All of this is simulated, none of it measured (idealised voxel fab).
Process module name: voxel transistor to metal
The cross-section shown here is cut; it is 170 nm wide and divided into square cells measuring 5 nm on a side.
Heads up, the way a cross-section reads in here is a grid of square cells, handed over as bands from the top down, with every band being one or more rows of cells. Top, bottom (nm), then materials left to right with widths (nm); lone material tagged "throughout" fills the whole band edge to edge; "blank" = empty space. A quick word on heights: they are counted from 0, and under that level the wafer as it came to us is one material throughout. The lowest band is different from the rest in having no bottom; it simply continues downward, written as in "0..down". Graded width ("30..40"): value in top row of band = first number; value in bottom row = second number; row-to-row change constant. You'll sometimes find "nothing was modified" written for a step, and that's the way of saying that nowhere in the cross-section did a cell change during that step. Entry "Sealed internal cavities" = empty spaces >= 8 cells with no open way to the top; each as width x height at distance, distance from left edge, all nm. Heads up: the bit after the settings on a step's line is the simulator's remark on that step. overlay nm: step with mask; distance mask lay right of planned place; negative value = left of planned place.

The following list gives the planned process steps
step 1: RECEIVE: material Si
step 2: OXIDIZE: depth nm 5
step 3: CONFORMAL_DEP: material SiN, thk nm 10
step 4: MASKED_ETCH: tone cover, mask id ACTIVE, width nm 100, etch materials SiN, depth nm 10, overlay nm 0
step 5: MASKED_ETCH: tone cover, mask id ACTIVE, width nm 100, etch materials SiO2, depth nm 5, overlay nm 0
step 6: MASKED_ETCH: tone cover, mask id ACTIVE, width nm 100, etch materials Si, depth nm 30, overlay nm 0
step 7: FILL_DEP: material SiO2, thk nm 10
step 8: CMP: height nm 10
step 9: SELECTIVE_ETCH: etch materials SiO2, depth nm 10
step 10: STRIP: etch materials SiN
step 11: SELECTIVE_ETCH: etch materials SiO2, depth nm 5
step 12: OXIDIZE: depth nm 5
step 13: DIRECTIONAL_DEP: material polySi, thk nm 30
step 14: DIRECTIONAL_DEP: material SiCN, thk nm 10
step 15: PATTERN: tone cover, mask id GATE, material resist, width nm 30, thk nm 15, overlay nm 0
step 16: DIRECTIONAL_ETCH: etch materials SiCN, depth nm 20
step 17: DIRECTIONAL_ETCH: etch materials polySi, depth nm 40
step 18: STRIP: etch materials resist
step 19: CONFORMAL_DEP: material SiO2, thk nm 5
step 20: DIRECTIONAL_ETCH: etch materials SiO2, depth nm 5
step 21: CONFORMAL_DEP: material SiN, thk nm 10
step 22: DIRECTIONAL_ETCH: etch materials SiN, depth nm 10
step 23: DIRECTIONAL_ETCH: etch materials SiO2, depth nm 5
step 24: DIRECTIONAL_ETCH: etch materials Si, depth nm 10
step 25: EPI: material nSi, thk nm 10
step 26: FILL_DEP: material SiO2, thk nm 10
step 27: CMP: height nm 25
step 28: STRIP: etch materials polySi
step 29: SELECTIVE_ETCH: etch materials SiO2, depth nm 5
step 30: CONFORMAL_DEP: material HfO2, thk nm 5
step 31: CONFORMAL_DEP: material TiN, thk nm 5
step 32: FILL_DEP: material W, thk nm 10
step 33: CMP: height nm 20
step 34: DIRECTIONAL_DEP: material SiO2, thk nm 15
step 35: PATTERN: tone open, mask id CONTACT, material resist, width nm 15, pitch nm 75, thk nm 20, overlay nm 0
step 36: DIRECTIONAL_ETCH: etch materials SiO2, depth nm 45
step 37: STRIP: etch materials resist
step 38: CONFORMAL_DEP: material TiN, thk nm 5
step 39: FILL_DEP: material W, thk nm 5
step 40: CMP: height nm 35
step 41: CONFORMAL_DEP: material SiN, thk nm 5
step 42: DIRECTIONAL_DEP: material lowk, thk nm 20
step 43: MASKED_ETCH: tone open, mask id METAL_1, width nm 15, pitch nm 75, etch materials lowk, depth nm 20, overlay nm 0
step 44: MASKED_ETCH: tone open, mask id METAL_1, width nm 15, pitch nm 75, etch materials SiN, depth nm 5, overlay nm 0
step 45: CONFORMAL_DEP: material TiN, thk nm 5
step 46: FILL_DEP: material Ru, thk nm 10
step 47: CMP: height nm 60
step 48: EPI: material Ru, thk nm 5
step 49: FILL_DEP: material SiCN, thk nm 5
step 50: DIRECTIONAL_DEP: material lowk, thk nm 25
step 51: MASKED_ETCH: tone open, mask id METAL_2, width nm 15, pitch nm 75, etch materials lowk, depth nm 15, overlay nm 0
step 52: MASKED_ETCH: tone open, mask id METAL_2_HOLES, width nm 15, pitch nm 75, etch materials lowk, depth nm 10, overlay nm 0
step 53: MASKED_ETCH: tone open, mask id METAL_2_HOLES, width nm 15, pitch nm 75, etch materials SiCN, depth nm 5, overlay nm 0
step 54: CONFORMAL_DEP: material TiN, thk nm 5
step 55: FILL_DEP: material Cu, thk nm 10
step 56: CMP: height nm 95
step 57: CONFORMAL_DEP: material SiCN, thk nm 5

As-received wafer cross-section (after step 1)
  0..down  Si throughout
  Sealed internal cavities: none

As-planned run: cross-section of the first of two wafers at end of module
  100..95  SiCN throughout
  95..70  40 nm lowk / 5 nm TiN / 5 nm Cu / 5 nm TiN / 60 nm lowk / 5 nm TiN / 5 nm Cu / 5 nm TiN / 40 nm lowk
  70..65  40 nm SiCN / 15 nm TiN / 60 nm SiCN / 15 nm TiN / 40 nm SiCN
  65..60  35 nm SiCN / 25 nm Ru / 50 nm SiCN / 25 nm Ru / 35 nm SiCN
  60..40  40 nm lowk / 5 nm TiN / 5 nm Ru / 5 nm TiN / 60 nm lowk / 5 nm TiN / 5 nm Ru / 5 nm TiN / 40 nm lowk
  40..35  40 nm SiN / 15 nm TiN / 60 nm SiN / 15 nm TiN / 40 nm SiN
  35..20  40 nm SiO2 / 5 nm TiN / 5 nm W / 5 nm TiN / 60 nm SiO2 / 5 nm TiN / 5 nm W / 5 nm TiN / 40 nm SiO2
  20..5  40 nm SiO2 / 5 nm TiN / 5 nm W / 5 nm TiN / 10 nm SiN / 5 nm HfO2 / 5 nm TiN / 20 nm W / 5 nm TiN / 5 nm HfO2 / 10 nm SiN / 5 nm TiN / 5 nm W / 5 nm TiN / 40 nm SiO2
  5..0  40 nm SiO2 / 15 nm TiN / 10 nm SiN / 5 nm HfO2 / 5 nm TiN / 20 nm W / 5 nm TiN / 5 nm HfO2 / 10 nm SiN / 15 nm TiN / 40 nm SiO2
  0..-5  40 nm SiO2 / 5 nm TiN / 10 nm nSi / 10 nm SiN / 5 nm HfO2 / 30 nm TiN / 5 nm HfO2 / 10 nm SiN / 10 nm nSi / 5 nm TiN / 40 nm SiO2
  -5..-10  40 nm SiO2 / 5 nm TiN / 10 nm nSi / 10 nm SiO2 / 40 nm HfO2 / 10 nm SiO2 / 10 nm nSi / 5 nm TiN / 40 nm SiO2
  -10..-20  35 nm SiO2 / 20 nm nSi / 60 nm Si / 20 nm nSi / 35 nm SiO2
  -20..-35  35 nm SiO2 / 100 nm Si / 35 nm SiO2
  -35..down  Si throughout
  Sealed internal cavities: none

Wafer two, sectioned after the module: the first wafer's start, the first wafer's plan, and one mistake in how it was run
  100..95  SiCN throughout
  95..70  40 nm lowk / 5 nm TiN / 5 nm Cu / 5 nm TiN / 60 nm lowk / 5 nm TiN / 5 nm Cu / 5 nm TiN / 40 nm lowk
  70..65  40 nm SiCN / 15 nm TiN / 60 nm SiCN / 15 nm TiN / 40 nm SiCN
  65..60  35 nm SiCN / 25 nm Ru / 50 nm SiCN / 25 nm Ru / 35 nm SiCN
  60..40  40 nm lowk / 5 nm TiN / 5 nm Ru / 5 nm TiN / 60 nm lowk / 5 nm TiN / 5 nm Ru / 5 nm TiN / 40 nm lowk
  40..35  40 nm SiN / 15 nm TiN / 60 nm SiN / 15 nm TiN / 40 nm SiN
  35..20  40 nm SiO2 / 5 nm TiN / 5 nm W / 5 nm TiN / 60 nm SiO2 / 5 nm TiN / 5 nm W / 5 nm TiN / 40 nm SiO2
  20..5  40 nm SiO2 / 5 nm TiN / 5 nm W / 5 nm TiN / 10 nm SiN / 5 nm HfO2 / 5 nm TiN / 20 nm W / 5 nm TiN / 5 nm HfO2 / 10 nm SiN / 5 nm TiN / 5 nm W / 5 nm TiN / 40 nm SiO2
  5..0  40 nm SiO2 / 15 nm TiN / 10 nm SiN / 5 nm HfO2 / 5 nm TiN / 20 nm W / 5 nm TiN / 5 nm HfO2 / 10 nm SiN / 15 nm TiN / 40 nm SiO2
  0..-5  40 nm SiO2 / 5 nm TiN / 10 nm nSi / 10 nm SiN / 5 nm HfO2 / 30 nm TiN / 5 nm HfO2 / 10 nm SiN / 10 nm nSi / 5 nm TiN / 40 nm SiO2
  -5..-10  40 nm SiO2 / 5 nm TiN / 10 nm nSi / 10 nm SiO2 / 40 nm HfO2 / 10 nm SiO2 / 10 nm nSi / 5 nm TiN / 40 nm SiO2
  -10..-20  35 nm SiO2 / 20 nm nSi / 60 nm Si / 20 nm nSi / 35 nm SiO2
  -20..-65  35 nm SiO2 / 100 nm Si / 35 nm SiO2
  -65..down  Si throughout
  Sealed internal cavities: none
what went wrong: plan step 6 was twice executed
The closing comparison, in cells, has the second wafer with more or fewer of some materials than the first: -84 Si | +84 SiO2
